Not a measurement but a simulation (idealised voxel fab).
The process module that follows is named voxel capacitor over wiring.
Each square cell in cross-section cut measures 5 nm, and the section as a whole is 300 nm wide.
Just so we're on the same page, the cross-sections are grids of square cells, and they're listed out in bands top to bottom, each band one or more rows deep. Band entry format. Leading values: height of top, height of bottom, nm. Remainder: materials in left-to-right order, each with its width in nm. Special words: "throughout" on a single material, which then fills the band edge to edge; "air", empty space. Heights are reckoned from 0. Under this level, the received wafer is all of one material. The bottommost band is open-ended downward, for example "top 0, no bottom". Think of "30 to 40" as a width that walks from the first number to the second as you go down the band, top row to bottom row, taking equal-sized steps from row to row. No cell of the cross-section changed in a step that is given as "left unchanged". Listed in "Enclosed cavity list": every empty space of 8 or more cells without an open way to the top. Form: width x height at distance, the distance being from the left edge, all in nm. What comes after the settings on a step's line is commentary from the simulator itself on that step. overlay nm: mask right of planned place by this much (step with mask). Neg. = left.
### This section lists the process steps that were planned
- 1: RECEIVE (material Si)
- 2: CONFORMAL_DEP (material SiO2; thk nm 10)
- 3: CONFORMAL_DEP (material SiN; thk nm 5)
- 4: DIRECTIONAL_DEP (material SiO2; thk nm 15)
- 5: PATTERN (tone open; mask id METAL_1; material resist; width nm 25; pitch nm 90; thk nm 20; overlay nm 0)
- 6: DIRECTIONAL_ETCH (etch materials SiO2; depth nm 15)
- 7: DIRECTIONAL_ETCH (etch materials SiN; depth nm 5)
- 8: STRIP (etch materials resist)
- 9: CONFORMAL_DEP (material TiN; thk nm 5)
- 10: FILL_DEP (material Cu; thk nm 5)
- 11: CMP (height nm 30)
- 12: CONFORMAL_DEP (material SiCN; thk nm 5)
- 13: DIRECTIONAL_DEP (material lowk; thk nm 10)
- 14: MASKED_ETCH (tone open; mask id PLUG_1; width nm 15; etch materials lowk; depth nm 10; overlay nm 0)
- 15: MASKED_ETCH (tone open; mask id PLUG_1; width nm 15; etch materials SiCN; depth nm 5; overlay nm 0)
- 16: EPI (material Ru; thk nm 10)
- 17: EPI (material Ru; thk nm 5)
- 18: DIRECTIONAL_DEP (material TiN; thk nm 5)
- 19: DIRECTIONAL_DEP (material HfO2; thk nm 5)
- 20: DIRECTIONAL_DEP (material TiN; thk nm 5)
- 21: PATTERN (tone cover; mask id UPPER_PLATE; material resist; width nm 70; thk nm 15; overlay nm 0)
- 22: DIRECTIONAL_ETCH (etch materials TiN; depth nm 5)
- 23: DIRECTIONAL_ETCH (etch materials HfO2; depth nm 5)
- 24: STRIP (etch materials resist)
- 25: MASKED_ETCH (tone cover; mask id LOWER_PLATE; width nm 80; etch materials TiN; depth nm 5; overlay nm 0)
- 26: FILL_DEP (material SiO2; thk nm 20)
- 27: CMP (height nm 75)
- 28: MASKED_ETCH (tone open; mask id PLUG_2; width nm 15; etch materials SiO2; depth nm 15; overlay nm 0)
- 29: CONFORMAL_DEP (material TiN; thk nm 5)
- 30: FILL_DEP (material Cu; thk nm 5)
- 31: CMP (height nm 75)
- 32: CONFORMAL_DEP (material SiN; thk nm 5)
### Wafer as received: cross-section following step 1
top 0, no bottom: Si throughout
Enclosed cavity list: none
### Same starting wafer, same plan as above, one mistake in the execution; this is the cross-section at the end of the module
top 80, bottom 75: SiN throughout
top 75, bottom 65: SiO2 110 | TiN 5 | Cu 5 | TiN 5 | SiO2 175
top 65, bottom 55: SiO2 110 to 100 | TiN 15 to 70 | SiO2 175 to 130
top 55, bottom 50: SiO2 100 | HfO2 70 | SiO2 130
top 50, bottom 45: SiO2 95 | TiN 85 | SiO2 120
top 45, bottom 35: lowk 100 | Ru 15 | lowk 185
top 35, bottom 30: SiCN 100 | Ru 15 | SiCN 185
top 30, bottom 15: SiO2 90 | TiN 5 | Cu 15 | TiN 5 | SiO2 65 | TiN 5 | Cu 15 | TiN 5 | SiO2 95
top 15, bottom 10: SiN 90 | TiN 25 | SiN 65 | TiN 25 | SiN 95
top 10, bottom 0: SiO2 throughout
top 0, no bottom: Si throughout
Enclosed cavity list: none
Which mistake was made when the wafer was run? for step 25, the planned setting was not used; the step was instead run as MASKED_ETCH (tone cover; mask id LOWER_PLATE; width nm 85; etch materials TiN; depth nm 5; overlay nm 0)
